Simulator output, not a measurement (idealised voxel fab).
A process module follows: voxel ribs on slabs.
Xsec cut, 250 nm wide, square cell size 5 nm.
Think of the cross-section as a grid of square cells. We describe it in bands, top to bottom, and each band covers one or more rows of those cells.
Each band's line starts with the height of the band's top and of its bottom, in nm. Then come its materials from left to right, each with its width in nm. One material with "throughout" fills the band from edge to edge. "blank" is empty space.
Ref level 0: as-received wafer is one material below here. Bottom band extends down with no lower bound ("from 0 down").
The notation "30->40" denotes a width that varies across the rows of cells in the band, beginning at the first number in the top row, finishing at the second number in the bottom row, and changing by an identical amount from each row to the next.
"no alteration" -> step changed no cross-section cell.
Enclosed voids (no open way to top), threshold 8 cells or more, entry "Closed void inventory", notation width x height at distance, distance from left edge, nm.
Read whatever lies past the settings on a step's line as the simulator's own remark about the step.
Among the settings permitted on a step's line is "overlay nm"; applied to a step with a mask, it specifies the extent to which the mask lay to the right of its planned position, whereas a negative figure signifies a position to the left.
# Process steps - plan
1. RECEIVE, material Si
2. DIRECTIONAL_DEP, material SiO2, thk nm 30
3. DIRECTIONAL_DEP, material SiN, thk nm 15
4. PATTERN, tone cover, mask id RIB, material resist, width nm 25, thk nm 15, overlay nm 0
5. DIRECTIONAL_ETCH, etch materials SiN, depth nm 5
6. STRIP, etch materials resist
7. MASKED_ETCH, tone cover, mask id SLAB, width nm 75, etch materials SiN, depth nm 10, overlay nm 0
8. FILL_DEP, material SiO2, thk nm 25
9. CMP, height nm 50
10. DIRECTIONAL_DEP, material TiN, thk nm 10
11. DIRECTIONAL_DEP, material aC, thk nm 10
12. PATTERN, tone cover, mask id HEATER, material resist, width nm 35, thk nm 30, overlay nm 0
13. DIRECTIONAL_ETCH, etch materials aC, depth nm 10
14. STRIP, etch materials resist
15. DIRECTIONAL_ETCH, etch materials TiN, depth nm 10
16. STRIP, etch materials aC
17. CONFORMAL_DEP, material SiN, thk nm 5
Keep in mind the plan's value for the height nm of step 9 comes from the first wafer; the wafers don't share that setting, but they do share the same starting point.
# Cross-section of the first of several wafers as received (after step 1)
  from 0 down: Si throughout
  Closed void inventory: none
# After the module's final step, step 17: the first of several wafers in cross-section
  from 65 to 60: blank 100 | SiN 45 | blank 105
  from 60 to 55: blank 100 | SiN 5 | TiN 35 | SiN 5 | blank 105
  from 55 to 50: SiN 105 | TiN 35 | SiN 110
  from 50 to 45: SiO2 throughout
  from 45 to 40: SiO2 110 | SiN 25 | SiO2 115
  from 40 to 30: SiO2 85 | SiN 75 | SiO2 90
  from 30 to 0: SiO2 throughout
  from 0 down: Si throughout
  Closed void inventory: none
# Cross-sectional depiction of the last of several wafers upon completion of the module
  from 85 to 80: blank 100 | SiN 45 | blank 105
  from 80 to 75: blank 100 | SiN 5 | TiN 35 | SiN 5 | blank 105
  from 75 to 70: SiN 105 | TiN 35 | SiN 110
  from 70 to 45: SiO2 throughout
  from 45 to 40: SiO2 110 | SiN 25 | SiO2 115
  from 40 to 30: SiO2 85 | SiN 75 | SiO2 90
  from 30 to 0: SiO2 throughout
  from 0 down: Si throughout
  Closed void inventory: none
# Heads up, this table goes wafer by wafer. A row tells you, at the end of the module, how many cells of each material that wafer has put on (+) or dropped (-) since it was received, and then its closed voids
height nm 50 | +89 SiN | +465 SiO2 | +14 TiN | Closed void inventory: none
height nm 55 | +89 SiN | +515 SiO2 | +14 TiN | Closed void inventory: none
height nm 60 | +89 SiN | +565 SiO2 | +14 TiN | Closed void inventory: none
height nm 65 | +89 SiN | +615 SiO2 | +14 TiN | Closed void inventory: none
height nm 70 | +89 SiN | +665 SiO2 | +14 TiN | Closed void inventory: none
